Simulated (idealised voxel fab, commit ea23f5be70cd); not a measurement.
The document below concerns the process module designated voxel capacitor over wiring.
Section shown: cut. Width: 300 nm. Cell size: 5 nm, square.
A cross-section is a grid of square cells, given in bands from the top down. A band is one or more rows of cells.
For a band, the entry starts with two heights in nm, that of the top and then that of the bottom, and carries on with the band's materials in order from left to right, each alongside its width in nm; the word "edge to edge" beside a single material means it fills the band edge to edge, and "empty" means empty space.
For the purposes of this specification, 0 denotes the height below which the wafer in its as-received condition is composed wholly of one material, and the lowermost band, lacking a lower limit, extends downward without end, as expressed in "from 0 down".
Note: "30 to 40" means the width goes from the first number (top row of the band) to the second number (bottom row) in equal steps per row of cells.
It should be understood that the words "left unchanged", when stated for a given step, signify that the cross-section underwent no change in any of its cells during that step.
"Sealed voids": sealed empty spaces, 8 cells or more, no open way to top, listed width x height at distance, with distance from the left edge and width, height and distance in nm.
Whatever follows a step's settings on its line is a remark the simulator itself makes about that step.
"overlay nm" denotes, for a step that has a mask, the displacement of the mask to the right of its planned place, with negative values corresponding to the left.
Before/after cross-section pairs, one process step each; after shown to lowest changed band; step and settings beneath. Pairs may be from different runs of this module on the same starting wafer; a pair continues from the one above only where its "Preceding state" entry says so.
## Preceding state
- from 90 to 85  empty 105 nm, then TiN 5 nm, then empty 5 nm, then TiN 50 nm, then empty 135 nm
- from 85 to 80  SiN 110 nm, then TiN 5 nm, then SiN 185 nm
- from 80 to 75  Ru 110 nm, then SiN 5 nm, then Ru 185 nm
- from 75 to 70  TiN 105 nm, then Ru 15 nm, then TiN 180 nm
- from 70 to 65  TiN edge to edge
- from 65 to 60  lowk 105 nm, then TiN 15 nm, then lowk 180 nm
- from 60 to 45  lowk 105 nm, then Ru 15 nm, then lowk 180 nm
- from 45 to 40  SiCN 105 nm, then Ru 15 nm, then SiCN 180 nm
- from 40 to 15  SiO2 90 nm, then TiN 5 nm, then Cu 20 nm, then TiN 5 nm, then SiO2 55 nm, then TiN 5 nm, then Cu 20 nm, then TiN 5 nm, then SiO2 95 nm
- from 15 to 10  SiN 90 nm, then TiN 30 nm, then SiN 55 nm, then TiN 30 nm, then SiN 95 nm
- from 10 to 0  SiO2 edge to edge
- from 0 down  Si edge to edge
- Sealed voids: none
## Post-Step Cross-Section
- from 90 to 85  empty 105 nm, then TiN 5 nm, then empty 5 nm, then TiN 50 nm, then empty 135 nm
- from 85 to 80  empty 105 nm, then SiN 5 nm, then TiN 5 nm, then SiN 50 nm, then empty 135 nm
- Whatever lies below 80 is exactly as it was before.
- Sealed voids: none
To go from the before cross-section above to the after cross-section, apply op MASKED_ETCH | tone cover | mask id UPPER_PLATE | width nm 60 | etch materials SiN | depth nm 5 | overlay nm 0
Preceding state: cross-section not repeated; it is the one shown after the step in the pair just above.
## Post-Step Cross-Section
- from 105 to 90  empty 100 nm, then resist 70 nm, then empty 130 nm
- from 90 to 85  empty 100 nm, then resist 5 nm, then TiN 5 nm, then resist 5 nm, then TiN 50 nm, then resist 5 nm, then empty 130 nm
- from 85 to 80  empty 100 nm, then resist 5 nm, then SiN 5 nm, then TiN 5 nm, then SiN 50 nm, then resist 5 nm, then empty 130 nm
- Whatever lies below 80 is exactly as it was before.
- Sealed voids: none
To go from the before cross-section above to the after cross-section, apply op PATTERN | tone cover | mask id LOWER_PLATE | material resist | width nm 70 | thk nm 15 | overlay nm 0
Preceding state: cross-section not repeated; it is the one shown after the step in the pair just above.
## Post-Step Cross-Section
- from 90 to 85  empty 105 nm, then TiN 5 nm, then empty 5 nm, then TiN 50 nm, then empty 135 nm
- from 85 to 80  empty 105 nm, then SiN 5 nm, then TiN 5 nm, then SiN 50 nm, then empty 135 nm
- Whatever lies below 80 is exactly as it was before.
- Sealed voids: none
To go from the before cross-section above to the after cross-section, apply op STRIP | etch materials resist
Preceding state: cross-section not repeated; it is the one shown after the step in the pair just above.
## Post-Step Cross-Section
- from 105 to 90  SiO2 edge to edge
- from 90 to 85  SiO2 105 nm, then TiN 5 nm, then SiO2 5 nm, then TiN 50 nm, then SiO2 135 nm
- from 85 to 80  SiO2 105 nm, then SiN 5 nm, then TiN 5 nm, then SiN 50 nm, then SiO2 135 nm
- Whatever lies below 80 is exactly as it was before.
- Sealed voids: none
To go from the before cross-section above to the after cross-section, apply op FILL_DEP | material SiO2 | thk nm 15
Preceding state: cross-section not repeated; it is the one shown after the step in the pair just above.
## Post-Step Cross-Section
- from 95 to 90  SiO2 edge to edge
- Whatever lies below 90 is exactly as it was before.
- Sealed voids: none
To go from the before cross-section above to the after cross-section, apply op CMP | height nm 95
Preceding state: cross-section not repeated; it is the one shown after the step in the pair just above.
## Post-Step Cross-Section
- from 95 to 90  SiO2 115 nm, then empty 15 nm, then SiO2 170 nm
- Whatever lies below 90 is exactly as it was before.
- Sealed voids: none
To go from the before cross-section above to the after cross-section, apply op MASKED_ETCH | tone open | mask id PLUG_2 | width nm 15 | etch materials SiO2 | depth nm 10 | overlay nm 0
Preceding state: cross-section not repeated; it is the one shown after the step in the pair just above.
## Post-Step Cross-Section
- from 100 to 95  TiN 120 nm, then empty 5 nm, then TiN 175 nm
- from 95 to 90  SiO2 115 nm, then TiN 15 nm, then SiO2 170 nm
- Whatever lies below 90 is exactly as it was before.
- Sealed voids: none
To go from the before cross-section above to the after cross-section, apply op CONFORMAL_DEP | material TiN | thk nm 5
Preceding state: cross-section not repeated; it is the one shown after the step in the pair just above.
## Post-Step Cross-Section
- from 105 to 100  W edge to edge
- from 100 to 95  TiN 120 nm, then W 5 nm, then TiN 175 nm
- Whatever lies below 95 is exactly as it was before.
- Sealed voids: none
To go from the before cross-section above to the after cross-section, apply op FILL_DEP | material W | thk nm 5
Preceding state: cross-section not repeated; it is the one shown after the step in the pair just above.
## Post-Step Cross-Section
- from 95 to 90  SiO2 115 nm, then TiN 15 nm, then SiO2 170 nm
- Whatever lies below 90 is exactly as it was before.
- Sealed voids: none
To go from the before cross-section above to the after cross-section, apply op CMP | height nm 95
Preceding state: cross-section not repeated; it is the one shown after the step in the pair just above.
## Post-Step Cross-Section
- from 100 to 95  SiCN edge to edge
- Whatever lies below 95 is exactly as it was before.
- Sealed voids: none
To go from the before cross-section above to the after cross-section, apply op CONFORMAL_DEP | material SiCN | thk nm 5
## Preceding state
- from 105 to 100  W edge to edge
- from 100 to 95  TiN 120 nm, then W 5 nm, then TiN 175 nm
- from 95 to 90  SiO2 115 nm, then TiN 5 nm, then W 5 nm, then TiN 5 nm, then SiO2 170 nm
- from 90 to 80  SiO2 115 to 105 nm, then TiN 15 to 60 nm, then SiO2 170 to 135 nm
- from 80 to 75  SiO2 105 nm, then SiN 60 nm, then SiO2 135 nm
- from 75 to 65  SiO2 100 nm, then TiN 70 nm, then SiO2 130 nm
- from 65 to 45  lowk 105 nm, then Ru 15 nm, then lowk 180 nm
- from 45 to 40  SiCN 105 nm, then Ru 15 nm, then SiCN 180 nm
- from 40 to 15  SiO2 90 nm, then TiN 5 nm, then Cu 20 nm, then TiN 5 nm, then SiO2 55 nm, then TiN 5 nm, then Cu 20 nm, then TiN 5 nm, then SiO2 95 nm
- from 15 to 10  SiN 90 nm, then TiN 30 nm, then SiN 55 nm, then TiN 30 nm, then SiN 95 nm
- from 10 to 0  SiO2 edge to edge
- from 0 down  Si edge to edge
- Sealed voids: none
## Post-Step Cross-Section
- from 85 to 80  SiO2 105 nm, then TiN 60 nm, then SiO2 135 nm
- Whatever lies below 80 is exactly as it was before.
- Sealed voids: none
To go from the before cross-section above to the after cross-section, apply op CMP | height nm 85
Preceding state: cross-section not repeated; it is the one shown after the step in the pair just above.
## Post-Step Cross-Section
- from 90 to 85  SiCN edge to edge
- Whatever lies below 85 is exactly as it was before.
- Sealed voids: none
To go from the before cross-section above to the after cross-section, apply op CONFORMAL_DEP | material SiCN | thk nm 5
## Preceding state
- from 95 to 85  SiO2 edge to edge
- from 85 to 80  SiO2 105 nm, then TiN 60 nm, then SiO2 135 nm
- from 80 to 75  SiO2 105 nm, then SiN 60 nm, then SiO2 135 nm
- from 75 to 65  SiO2 100 nm, then TiN 70 nm, then SiO2 130 nm
- from 65 to 45  lowk 105 nm, then Ru 15 nm, then lowk 180 nm
- from 45 to 40  SiCN 105 nm, then Ru 15 nm, then SiCN 180 nm
- from 40 to 15  SiO2 90 nm, then TiN 5 nm, then Cu 20 nm, then TiN 5 nm, then SiO2 55 nm, then TiN 5 nm, then Cu 20 nm, then TiN 5 nm, then SiO2 95 nm
- from 15 to 10  SiN 90 nm, then TiN 30 nm, then SiN 55 nm, then TiN 30 nm, then SiN 95 nm
- from 10 to 0  SiO2 edge to edge
- from 0 down  Si edge to edge
- Sealed voids: none
## Post-Step Cross-Section
- from 95 to 85  SiO2 110 nm, then empty 25 nm, then SiO2 165 nm
- Whatever lies below 85 is exactly as it was before.
- Sealed voids: none
To go from the before cross-section above to the after cross-section, apply op MASKED_ETCH | tone open | mask id PLUG_2 | width nm 25 | etch materials SiO2 | depth nm 10 | overlay nm 0
Preceding state: cross-section not repeated; it is the one shown after the step in the pair just above.
## Post-Step Cross-Section
- from 100 to 95  TiN 115 nm, then empty 15 nm, then TiN 170 nm
- from 95 to 90  SiO2 110 nm, then TiN 5 nm, then empty 15 nm, then TiN 5 nm, then SiO2 165 nm
- from 90 to 80  SiO2 110 to 105 nm, then TiN 25 to 60 nm, then SiO2 165 to 135 nm
- Whatever lies below 80 is exactly as it was before.
- Sealed voids: none
To go from the before cross-section above to the after cross-section, apply op CONFORMAL_DEP | material TiN | thk nm 5
Preceding state: cross-section not repeated; it is the one shown after the step in the pair just above.
## Post-Step Cross-Section
- from 105 to 100  W edge to edge
- from 100 to 95  TiN 115 nm, then W 15 nm, then TiN 170 nm
- from 95 to 90  SiO2 110 nm, then TiN 5 nm, then W 15 nm, then TiN 5 nm, then SiO2 165 nm
- Whatever lies below 90 is exactly as it was before.
- Sealed voids: none
To go from the before cross-section above to the after cross-section, apply op FILL_DEP | material W | thk nm 5
Preceding state: cross-section not repeated; it is the one shown after the step in the pair just above.
## Post-Step Cross-Section
- from 95 to 90  SiO2 110 nm, then TiN 5 nm, then W 15 nm, then TiN 5 nm, then SiO2 165 nm
- Whatever lies below 90 is exactly as it was before.
- Sealed voids: none
To go from the before cross-section above to the after cross-section, apply op CMP | height nm 95
Preceding state: cross-section not repeated; it is the one shown after the step in the pair just above.
## Post-Step Cross-Section
- from 100 to 95  SiCN edge to edge
- Whatever lies below 95 is exactly as it was before.
- Sealed voids: none
To go from the before cross-section above to the after cross-section, apply op CONFORMAL_DEP | material SiCN | thk nm 5
## Preceding state
- from 85 to 80  empty 105 nm, then TiN 60 nm, then empty 135 nm
- from 80 to 75  empty 105 nm, then SiN 60 nm, then empty 135 nm
- from 75 to 65  TiN edge to edge
- from 65 to 45  lowk 105 nm, then Ru 15 nm, then lowk 180 nm
- from 45 to 40  SiCN 105 nm, then Ru 15 nm, then SiCN 180 nm
- from 40 to 15  SiO2 90 nm, then TiN 5 nm, then Cu 20 nm, then TiN 5 nm, then SiO2 55 nm, then TiN 5 nm, then Cu 20 nm, then TiN 5 nm, then SiO2 95 nm
- from 15 to 10  SiN 90 nm, then TiN 30 nm, then SiN 55 nm, then TiN 30 nm, then SiN 95 nm
- from 10 to 0  SiO2 edge to edge
- from 0 down  Si edge to edge
- Sealed voids: none
## Post-Step Cross-Section
- from 100 to 85  empty 90 nm, then resist 70 nm, then empty 140 nm
- from 85 to 80  empty 90 nm, then resist 15 nm, then TiN 60 nm, then empty 135 nm
- from 80 to 75  empty 90 nm, then resist 15 nm, then SiN 60 nm, then empty 135 nm
- Whatever lies below 75 is exactly as it was before.
- Sealed voids: none
To go from the before cross-section above to the after cross-section, apply op PATTERN | tone cover | mask id LOWER_PLATE | material resist | width nm 70 | thk nm 15 | overlay nm -10
Preceding state: cross-section not repeated; it is the one shown after the step in the pair just above.
## Post-Step Cross-Section
- from 100 to 85  empty 90 nm, then resist 70 nm, then empty 140 nm
- from 85 to 80  empty 90 nm, then resist 15 nm, then TiN 55 nm, then empty 140 nm
- from 80 to 75  empty 90 nm, then resist 15 nm, then SiN 60 nm, then empty 135 nm
- from 75 to 65  empty 90 nm, then TiN 75 nm, then empty 135 nm
- Whatever lies below 65 is exactly as it was before.
- Sealed voids: none
To go from the before cross-section above to the after cross-section, apply op DIRECTIONAL_ETCH | etch materials TiN | depth nm 10
Preceding state: cross-section not repeated; it is the one shown after the step in the pair just above.
## Post-Step Cross-Section
- from 85 to 80  empty 105 nm, then TiN 55 nm, then empty 140 nm
- from 80 to 75  empty 105 nm, then SiN 60 nm, then empty 135 nm
- Whatever lies below 75 is exactly as it was before.
- Sealed voids: none
To go from the before cross-section above to the after cross-section, apply op STRIP | etch materials resist
Preceding state: cross-section not repeated; it is the one shown after the step in the pair just above.
## Post-Step Cross-Section
- from 100 to 85  SiO2 edge to edge
- from 85 to 80  SiO2 105 nm, then TiN 55 nm, then SiO2 140 nm
- from 80 to 75  SiO2 105 nm, then SiN 60 nm, then SiO2 135 nm
- from 75 to 65  SiO2 90 nm, then TiN 75 nm, then SiO2 135 nm
- Whatever lies below 65 is exactly as it was before.
- Sealed voids: none
To go from the before cross-section above to the after cross-section, apply op FILL_DEP | material SiO2 | thk nm 15
Preceding state: cross-section not repeated; it is the one shown after the step in the pair just above.
## Post-Step Cross-Section
- from 95 to 85  SiO2 edge to edge
- Whatever lies below 85 is exactly as it was before.
- Sealed voids: none
To go from the before cross-section above to the after cross-section, apply op CMP | height nm 95
Preceding state: cross-section not repeated; it is the one shown after the step in the pair just above.
## Post-Step Cross-Section
- from 95 to 85  SiO2 115 nm, then empty 15 nm, then SiO2 170 nm
- Whatever lies below 85 is exactly as it was before.
- Sealed voids: none
To go from the before cross-section above to the after cross-section, apply op MASKED_ETCH | tone open | mask id PLUG_2 | width nm 15 | etch materials SiO2 | depth nm 10 | overlay nm 0
Preceding state: cross-section not repeated; it is the one shown after the step in the pair just above.
## Post-Step Cross-Section
- from 100 to 95  TiN 120 nm, then empty 5 nm, then TiN 175 nm
- from 95 to 90  SiO2 115 nm, then TiN 5 nm, then empty 5 nm, then TiN 5 nm, then SiO2 170 nm
- from 90 to 80  SiO2 115 to 105 nm, then TiN 15 to 55 nm, then SiO2 170 to 140 nm
- Whatever lies below 80 is exactly as it was before.
- Sealed voids: none
To go from the before cross-section above to the after cross-section, apply op CONFORMAL_DEP | material TiN | thk nm 5
Preceding state: cross-section not repeated; it is the one shown after the step in the pair just above.
## Post-Step Cross-Section
- from 105 to 100  W edge to edge
- from 100 to 95  TiN 120 nm, then W 5 nm, then TiN 175 nm
- from 95 to 90  SiO2 115 nm, then TiN 5 nm, then W 5 nm, then TiN 5 nm, then SiO2 170 nm
- Whatever lies below 90 is exactly as it was before.
- Sealed voids: none
To go from the before cross-section above to the after cross-section, apply op FILL_DEP | material W | thk nm 5
Preceding state: cross-section not repeated; it is the one shown after the step in the pair just above.
## Post-Step Cross-Section
- from 95 to 90  SiO2 115 nm, then TiN 5 nm, then W 5 nm, then TiN 5 nm, then SiO2 170 nm
- Whatever lies below 90 is exactly as it was before.
- Sealed voids: none
To go from the before cross-section above to the after cross-section, apply op CMP | height nm 95
Preceding state: cross-section not repeated; it is the one shown after the step in the pair just above.
## Post-Step Cross-Section
- from 100 to 95  SiCN edge to edge
- Whatever lies below 95 is exactly as it was before.
- Sealed voids: none
To go from the before cross-section above to the after cross-section, apply op CONFORMAL_DEP | material SiCN | thk nm 5
## Preceding state
- from 45 to 40  TiN 95 nm, then empty 20 nm, then TiN 65 nm, then empty 20 nm, then TiN 100 nm
- from 40 to 15  SiO2 90 nm, then TiN 5 nm, then empty 20 nm, then TiN 5 nm, then SiO2 55 nm, then TiN 5 nm, then empty 20 nm, then TiN 5 nm, then SiO2 95 nm
- from 15 to 10  SiN 90 nm, then TiN 30 nm, then SiN 55 nm, then TiN 30 nm, then SiN 95 nm
- from 10 to 0  SiO2 edge to edge
- from 0 down  Si edge to edge
- Sealed voids: none
## Post-Step Cross-Section
- from 55 to 45  SiCN edge to edge
- from 45 to 40  TiN 95 nm, then SiCN 20 nm, then TiN 65 nm, then SiCN 20 nm, then TiN 100 nm
- from 40 to 15  SiO2 90 nm, then TiN 5 nm, then SiCN 20 nm, then TiN 5 nm, then SiO2 55 nm, then TiN 5 nm, then SiCN 20 nm, then TiN 5 nm, then SiO2 95 nm
- Whatever lies below 15 is exactly as it was before.
- Sealed voids: none
To go from the before cross-section above to the after cross-section, apply op FILL_DEP | material SiCN | thk nm 10
Preceding state: cross-section not repeated; it is the one shown after the step in the pair just above.
## Post-Step Cross-Section
- from 40 to 15  SiO2 90 nm, then TiN 5 nm, then SiCN 20 nm, then TiN 5 nm, then SiO2 55 nm, then TiN 5 nm, then SiCN 20 nm, then TiN 5 nm, then SiO2 95 nm
- Whatever lies below 15 is exactly as it was before.
- Sealed voids: none
To go from the before cross-section above to the after cross-section, apply op CMP | height nm 40
Preceding state: cross-section not repeated; it is the one shown after the step in the pair just above.
## Post-Step Cross-Section
- from 45 to 40  SiCN edge to edge
- Whatever lies below 40 is exactly as it was before.
- Sealed voids: none
To go from the before cross-section above to the after cross-section, apply op CONFORMAL_DEP | material SiCN | thk nm 5
Preceding state: cross-section not repeated; it is the one shown after the step in the pair just above.
## Post-Step Cross-Section
- from 65 to 45  lowk edge to edge
- Whatever lies below 45 is exactly as it was before.
- Sealed voids: none
To go from the before cross-section above to the after cross-section, apply op DIRECTIONAL_DEP | material lowk | thk nm 20
Preceding state: cross-section not repeated; it is the one shown after the step in the pair just above.
## Post-Step Cross-Section
- from 65 to 45  lowk 105 nm, then empty 15 nm, then lowk 180 nm
- Whatever lies below 45 is exactly as it was before.
- Sealed voids: none
To go from the before cross-section above to the after cross-section, apply op MASKED_ETCH | tone open | mask id PLUG_1 | width nm 15 | etch materials lowk | depth nm 20 | overlay nm 0
Preceding state: cross-section not repeated; it is the one shown after the step in the pair just above.
## Post-Step Cross-Section
- from 65 to 45  lowk 105 nm, then empty 15 nm, then lowk 180 nm
- from 45 to 40  SiCN 105 nm, then empty 15 nm, then SiCN 180 nm
- Whatever lies below 40 is exactly as it was before.
- Sealed voids: none
To go from the before cross-section above to the after cross-section, apply op MASKED_ETCH | tone open | mask id PLUG_1 | width nm 15 | etch materials SiCN | depth nm 5 | overlay nm 0
Preceding state: cross-section not repeated; it is the one shown after the step in the pair just above.
## Post-Step Cross-Section
- from 65 to 50  lowk 105 nm, then empty 15 nm, then lowk 180 nm
- from 50 to 45  lowk 105 nm, then Ru 15 nm, then lowk 180 nm
- from 45 to 40  SiCN 105 nm, then Ru 15 nm, then SiCN 180 nm
- Whatever lies below 40 is exactly as it was before.
- Sealed voids: none
To go from the before cross-section above to the after cross-section, apply op EPI | material Ru | thk nm 10
Preceding state: cross-section not repeated; it is the one shown after the step in the pair just above.
## Post-Step Cross-Section
- from 65 to 60  lowk 105 nm, then empty 15 nm, then lowk 180 nm
- from 60 to 45  lowk 105 nm, then Ru 15 nm, then lowk 180 nm
- Whatever lies below 45 is exactly as it was before.
- Sealed voids: none
To go from the before cross-section above to the after cross-section, apply op EPI | material Ru | thk nm 10
Preceding state: cross-section not repeated; it is the one shown after the step in the pair just above.
## Post-Step Cross-Section
- from 65 to 45  lowk 105 nm, then Ru 15 nm, then lowk 180 nm
- Whatever lies below 45 is exactly as it was before.
- Sealed voids: none
To go from the before cross-section above to the after cross-section, apply op EPI | material Ru | thk nm 5
Preceding state: cross-section not repeated; it is the one shown after the step in the pair just above.
## Post-Step Cross-Section
- from 75 to 65  TiN edge to edge
- Whatever lies below 65 is exactly as it was before.
- Sealed voids: none
To go from the before cross-section above to the after cross-section, apply op DIRECTIONAL_DEP | material TiN | thk nm 10
Preceding state: cross-section not repeated; it is the one shown after the step in the pair just above.
## Post-Step Cross-Section
- from 80 to 75  SiN edge to edge
- Whatever lies below 75 is exactly as it was before.
- Sealed voids: none
To go from the before cross-section above to the after cross-section, apply op DIRECTIONAL_DEP | material SiN | thk nm 5
Preceding state: cross-section not repeated; it is the one shown after the step in the pair just above.
## Post-Step Cross-Section
- from 85 to 80  TiN edge to edge
- Whatever lies below 80 is exactly as it was before.
- Sealed voids: none
To go from the before cross-section above to the after cross-section, apply op DIRECTIONAL_DEP | material TiN | thk nm 5
Preceding state: cross-section not repeated; it is the one shown after the step in the pair just above.
## Post-Step Cross-Section
- from 85 to 80  empty 105 nm, then TiN 60 nm, then empty 135 nm
- Whatever lies below 80 is exactly as it was before.
- Sealed voids: none
To go from the before cross-section above to the after cross-section, apply op MASKED_ETCH | tone cover | mask id UPPER_PLATE | width nm 60 | etch materials TiN | depth nm 5 | overlay nm 0
Preceding state: cross-section not repeated; it is the one shown after the step in the pair just above.
## Post-Step Cross-Section
- from 85 to 80  empty 105 nm, then TiN 60 nm, then empty 135 nm
- from 80 to 75  empty 105 nm, then SiN 60 nm, then empty 135 nm
- Whatever lies below 75 is exactly as it was before.
- Sealed voids: none
To go from the before cross-section above to the after cross-section, apply op MASKED_ETCH | tone cover | mask id UPPER_PLATE | width nm 60 | etch materials SiN | depth nm 5 | overlay nm 0
Preceding state: cross-section not repeated; it is the one shown after the step in the pair just above.
## Post-Step Cross-Section
- from 100 to 85  empty 100 nm, then resist 70 nm, then empty 130 nm
- from 85 to 80  empty 100 nm, then resist 5 nm, then TiN 60 nm, then resist 5 nm, then empty 130 nm
- from 80 to 75  empty 100 nm, then resist 5 nm, then SiN 60 nm, then resist 5 nm, then empty 130 nm
- Whatever lies below 75 is exactly as it was before.
- Sealed voids: none
To go from the before cross-section above to the after cross-section, apply op PATTERN | tone cover | mask id LOWER_PLATE | material resist | width nm 70 | thk nm 15 | overlay nm 0
Preceding state: cross-section not repeated; it is the one shown after the step in the pair just above.
## Post-Step Cross-Section
- from 100 to 85  empty 100 nm, then resist 70 nm, then empty 130 nm
- from 85 to 80  empty 100 nm, then resist 5 nm, then TiN 60 nm, then resist 5 nm, then empty 130 nm
- from 80 to 75  empty 100 nm, then resist 5 nm, then SiN 60 nm, then resist 5 nm, then empty 130 nm
- from 75 to 65  empty 100 nm, then TiN 70 nm, then empty 130 nm
- Whatever lies below 65 is exactly as it was before.
- Sealed voids: none
To go from the before cross-section above to the after cross-section, apply op DIRECTIONAL_ETCH | etch materials TiN | depth nm 10
Preceding state: cross-section not repeated; it is the one shown after the step in the pair just above.
## Post-Step Cross-Section
- from 85 to 80  empty 105 nm, then TiN 60 nm, then empty 135 nm
- from 80 to 75  empty 105 nm, then SiN 60 nm, then empty 135 nm
- Whatever lies below 75 is exactly as it was before.
- Sealed voids: none
To go from the before cross-section above to the after cross-section, apply op STRIP | etch materials resist
Preceding state: cross-section not repeated; it is the one shown after the step in the pair just above.
## Post-Step Cross-Section
- from 100 to 85  SiO2 edge to edge
- from 85 to 80  SiO2 105 nm, then TiN 60 nm, then SiO2 135 nm
- from 80 to 75  SiO2 105 nm, then SiN 60 nm, then SiO2 135 nm
- from 75 to 65  SiO2 100 nm, then TiN 70 nm, then SiO2 130 nm
- Whatever lies below 65 is exactly as it was before.
- Sealed voids: none
To go from the before cross-section above to the after cross-section, apply op FILL_DEP | material SiO2 | thk nm 15
Preceding state: cross-section not repeated; it is the one shown after the step in the pair just above.
## Post-Step Cross-Section
- from 95 to 85  SiO2 edge to edge
- Whatever lies below 85 is exactly as it was before.
- Sealed voids: none
To go from the before cross-section above to the after cross-section, apply op CMP | height nm 95
Preceding state: cross-section not repeated; it is the one shown after the step in the pair just above.
## Post-Step Cross-Section
- from 95 to 85  SiO2 115 nm, then empty 15 nm, then SiO2 170 nm
- Whatever lies below 85 is exactly as it was before.
- Sealed voids: none
To go from the before cross-section above to the after cross-section, apply op MASKED_ETCH | tone open | mask id PLUG_2 | width nm 15 | etch materials SiO2 | depth nm 10 | overlay nm 0
Preceding state: cross-section not repeated; it is the one shown after the step in the pair just above.
## Post-Step Cross-Section
- from 100 to 95  TiN 120 nm, then empty 5 nm, then TiN 175 nm
- from 95 to 90  SiO2 115 nm, then TiN 5 nm, then empty 5 nm, then TiN 5 nm, then SiO2 170 nm
- from 90 to 80  SiO2 115 to 105 nm, then TiN 15 to 60 nm, then SiO2 170 to 135 nm
- Whatever lies below 80 is exactly as it was before.
- Sealed voids: none
To go from the before cross-section above to the after cross-section, apply op CONFORMAL_DEP | material TiN | thk nm 5
Preceding state: cross-section not repeated; it is the one shown after the step in the pair just above.
## Post-Step Cross-Section
- from 105 to 100  W edge to edge
- from 100 to 95  TiN 120 nm, then W 5 nm, then TiN 175 nm
- from 95 to 90  SiO2 115 nm, then TiN 5 nm, then W 5 nm, then TiN 5 nm, then SiO2 170 nm
- Whatever lies below 90 is exactly as it was before.
- Sealed voids: none
To go from the before cross-section above to the after cross-section, apply op FILL_DEP | material W | thk nm 5
Preceding state: cross-section not repeated; it is the one shown after the step in the pair just above.
## Post-Step Cross-Section
- from 95 to 90  SiO2 115 nm, then TiN 5 nm, then W 5 nm, then TiN 5 nm, then SiO2 170 nm
- Whatever lies below 90 is exactly as it was before.
- Sealed voids: none
To go from the before cross-section above to the after cross-section, apply op CMP | height nm 95
Preceding state: cross-section not repeated; it is the one shown after the step in the pair just above.
## Post-Step Cross-Section
- from 100 to 95  SiCN edge to edge
- Whatever lies below 95 is exactly as it was before.
- Sealed voids: none
To go from the before cross-section above to the after cross-section, apply op CONFORMAL_DEP | material SiCN | thk nm 5
## Preceding state
- from 85 to 80  empty 105 nm, then TiN 60 nm, then empty 135 nm
- from 80 to 75  empty 105 nm, then SiN 60 nm, then empty 135 nm
- from 75 to 65  TiN edge to edge
- from 65 to 45  lowk 105 nm, then Ru 15 nm, then lowk 180 nm
- from 45 to 40  SiCN 105 nm, then Ru 15 nm, then SiCN 180 nm
- from 40 to 15  SiO2 90 nm, then TiN 5 nm, then Cu 20 nm, then TiN 5 nm, then SiO2 55 nm, then TiN 5 nm, then Cu 20 nm, then TiN 5 nm, then SiO2 95 nm
- from 15 to 10  SiN 90 nm, then TiN 30 nm, then SiN 55 nm, then TiN 30 nm, then SiN 95 nm
- from 10 to 0  SiO2 edge to edge
- from 0 down  Si edge to edge
- Sealed voids: none
## Post-Step Cross-Section
- from 100 to 85  resist 100 nm, then empty 70 nm, then resist 130 nm
- from 85 to 80  resist 100 nm, then empty 5 nm, then TiN 60 nm, then empty 5 nm, then resist 130 nm
- from 80 to 75  resist 100 nm, then empty 5 nm, then SiN 60 nm, then empty 5 nm, then resist 130 nm
- Whatever lies below 75 is exactly as it was before.
- Sealed voids: none
To go from the before cross-section above to the after cross-section, apply op PATTERN | tone open | mask id LOWER_PLATE | material resist | width nm 70 | thk nm 15 | overlay nm 0
Preceding state: cross-section not repeated; it is the one shown after the step in the pair just above.
## Post-Step Cross-Section
- from 100 to 80  resist 100 nm, then empty 70 nm, then resist 130 nm
- from 80 to 75  resist 100 nm, then empty 5 nm, then SiN 60 nm, then empty 5 nm, then resist 130 nm
- from 75 to 65  TiN 100 nm, then empty 5 nm, then TiN 60 nm, then empty 5 nm, then TiN 130 nm
- Whatever lies below 65 is exactly as it was before.
- Sealed voids: none
To go from the before cross-section above to the after cross-section, apply op DIRECTIONAL_ETCH | etch materials TiN | depth nm 10
Preceding state: cross-section not repeated; it is the one shown after the step in the pair just above.
## Post-Step Cross-Section
- from 80 to 75  empty 105 nm, then SiN 60 nm, then empty 135 nm
- Whatever lies below 75 is exactly as it was before.
- Sealed voids: none
To go from the before cross-section above to the after cross-section, apply op STRIP | etch materials resist
Preceding state: cross-section not repeated; it is the one shown after the step in the pair just above.
## Post-Step Cross-Section
- from 95 to 80  SiO2 edge to edge
- from 80 to 75  SiO2 105 nm, then SiN 60 nm, then SiO2 135 nm
- from 75 to 65  TiN 100 nm, then SiO2 5 nm, then TiN 60 nm, then SiO2 5 nm, then TiN 130 nm
- Whatever lies below 65 is exactly as it was before.
- Sealed voids: none
To go from the before cross-section above to the after cross-section, apply op FILL_DEP | material SiO2 | thk nm 15
Preceding state: cross-section not repeated; it is the one shown after the step in the pair just above.
## Post-Step Cross-Section
- from 95 to 85  SiO2 115 nm, then empty 15 nm, then SiO2 170 nm
- Whatever lies below 85 is exactly as it was before.
- Sealed voids: none
To go from the before cross-section above to the after cross-section, apply op MASKED_ETCH | tone open | mask id PLUG_2 | width nm 15 | etch materials SiO2 | depth nm 10 | overlay nm 0
Preceding state: cross-section not repeated; it is the one shown after the step in the pair just above.
## Post-Step Cross-Section
- from 100 to 95  TiN 120 nm, then empty 5 nm, then TiN 175 nm
- from 95 to 90  SiO2 115 nm, then TiN 5 nm, then empty 5 nm, then TiN 5 nm, then SiO2 170 nm
- from 90 to 85  SiO2 115 nm, then TiN 15 nm, then SiO2 170 nm
- Whatever lies below 85 is exactly as it was before.
- Sealed voids: none
To go from the before cross-section above to the after cross-section, apply op CONFORMAL_DEP | material TiN | thk nm 5
Preceding state: cross-section not repeated; it is the one shown after the step in the pair just above.
## Post-Step Cross-Section
- from 105 to 100  W edge to edge
- from 100 to 95  TiN 120 nm, then W 5 nm, then TiN 175 nm
- from 95 to 90  SiO2 115 nm, then TiN 5 nm, then W 5 nm, then TiN 5 nm, then SiO2 170 nm
- Whatever lies below 90 is exactly as it was before.
- Sealed voids: none
To go from the before cross-section above to the after cross-section, apply op FILL_DEP | material W | thk nm 5
Preceding state: cross-section not repeated; it is the one shown after the step in the pair just above.
## Post-Step Cross-Section
- from 95 to 90  SiO2 115 nm, then TiN 5 nm, then W 5 nm, then TiN 5 nm, then SiO2 170 nm
- Whatever lies below 90 is exactly as it was before.
- Sealed voids: none
To go from the before cross-section above to the after cross-section, apply op CMP | height nm 95
Preceding state: cross-section not repeated; it is the one shown after the step in the pair just above.
## Post-Step Cross-Section
- from 100 to 95  SiCN edge to edge
- Whatever lies below 95 is exactly as it was before.
- Sealed voids: none
To go from the before cross-section above to the after cross-section, apply op CONFORMAL_DEP | material SiCN | thk nm 5
